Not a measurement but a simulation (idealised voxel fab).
A process module follows: voxel local oxidation.
Square cell edge 5 nm, section width 295 nm, ID cut.
Cross-section format: a grid of square cells, given as bands from top to bottom; each band is one or more rows of cells. In this notation a band is specified by the heights of its top and bottom, in that order and in nm, after which its materials appear from left to right, each paired with its width in nm. The word "everywhere" attached to a single material means that material fills the band from edge to edge; the word "empty" stands for empty space. The level at which height equals 0 is the one under which the wafer, as it arrives, is entirely one material. No lower edge exists for the bottom band, which continues downward and is notated as in "0..down". The notation "30..40" denotes a width that varies across the rows of cells in the band, beginning at the first number in the top row, finishing at the second number in the bottom row, and changing by an identical amount from each row to the next. Where the words "no alteration" appear for a step, the cross-section shows no cell changed by that step; every cell remained as before. In the "Cavities, closed" entry, you get each enclosed empty space of 8 cells or more, one with no open way to the top, written width x height at distance, distance from the left edge, in nm. Heads up: the bit after the settings on a step's line is the simulator's remark on that step. overlay nm: for a step with a mask, the amount by which the mask lay right of where it was planned; a negative amount means left of it.
**Here's what the planned process steps look like**
| 1 | RECEIVE with material Si |
| 2 | CONFORMAL_DEP with material SiO2, thk nm 5 |
| 3 | CONFORMAL_DEP with material SiN, thk nm 15 |
| 4 | MASKED_ETCH with tone cover, mask id ACTIVE, width nm 100, etch materials SiN, depth nm 15, overlay nm 0 |
| 5 | SELECTIVE_ETCH with etch materials SiO2, depth nm 5 |
| 6 | OXIDIZE with depth nm 10 |
| 7 | STRIP with etch materials SiN |
**Below: the first of two wafers, run as planned**
**Wafer cross-section on receipt, i.e. after step 1**
0..down | Si everywhere
Cavities, closed: none
**Once step 2 is through, the wafer looks like this in cross-section**
5..0 | SiO2 everywhere
All layers under 0 are left as they were.
**Once step 3 is through, the wafer looks like this in cross-section**
20..5 | SiN everywhere
All layers under 5 are left as they were.
**Once step 4 is through, the wafer looks like this in cross-section**
20..5 | empty=95 / SiN=100 / empty=100
All layers under 5 are left as they were.
**Once step 5 is through, the wafer looks like this in cross-section**
20..5 | empty=95 / SiN=100 / empty=100
5..0 | empty=100 / SiO2=90 / empty=105
All layers under 0 are left as they were.
**Once step 6 is through, the wafer looks like this in cross-section**
20..5 | empty=95 / SiN=100 / empty=100
5..0 | empty=100 / SiO2=90 / empty=105
0..-10 | SiO2=110 / Si=70 / SiO2=115
All layers under -10 are left as they were.
**Once step 7 is through, the wafer looks like this in cross-section**
5..0 | empty=100 / SiO2=90 / empty=105
All layers under 0 are left as they were.
**For the second wafer, take the first wafer's start and plan, then add one mistake made in running it; everything through step 3, that step included, is shared with the first**
**Second wafer: cross-section at the scheduled end of step 4**
20..5 | empty=100 / SiN=95 / empty=100
All layers under 5 are left as they were.
**Second wafer: cross-section at the scheduled end of step 5**
20..5 | empty=100 / SiN=95 / empty=100
5..0 | empty=105 / SiO2=85 / empty=105
All layers under 0 are left as they were.
**Second wafer: cross-section at the scheduled end of step 6**
20..5 | empty=100 / SiN=95 / empty=100
5..0 | empty=105 / SiO2=85 / empty=105
0..-10 | SiO2=115 / Si=65 / SiO2=115
All layers under -10 are left as they were.
**Second wafer: cross-section at the scheduled end of step 7**
5..0 | empty=105 / SiO2=85 / empty=105
All layers under 0 are left as they were.
Misprocessing identified: planned and actual differ for step 4; actual: MASKED_ETCH with tone cover, mask id ACTIVE, width nm 95, etch materials SiN, depth nm 15, overlay nm 0
Looking at both finished wafers in cells, the second ends up ahead of or behind the first on some materials: 2 fewer of Si; 1 more of SiO2
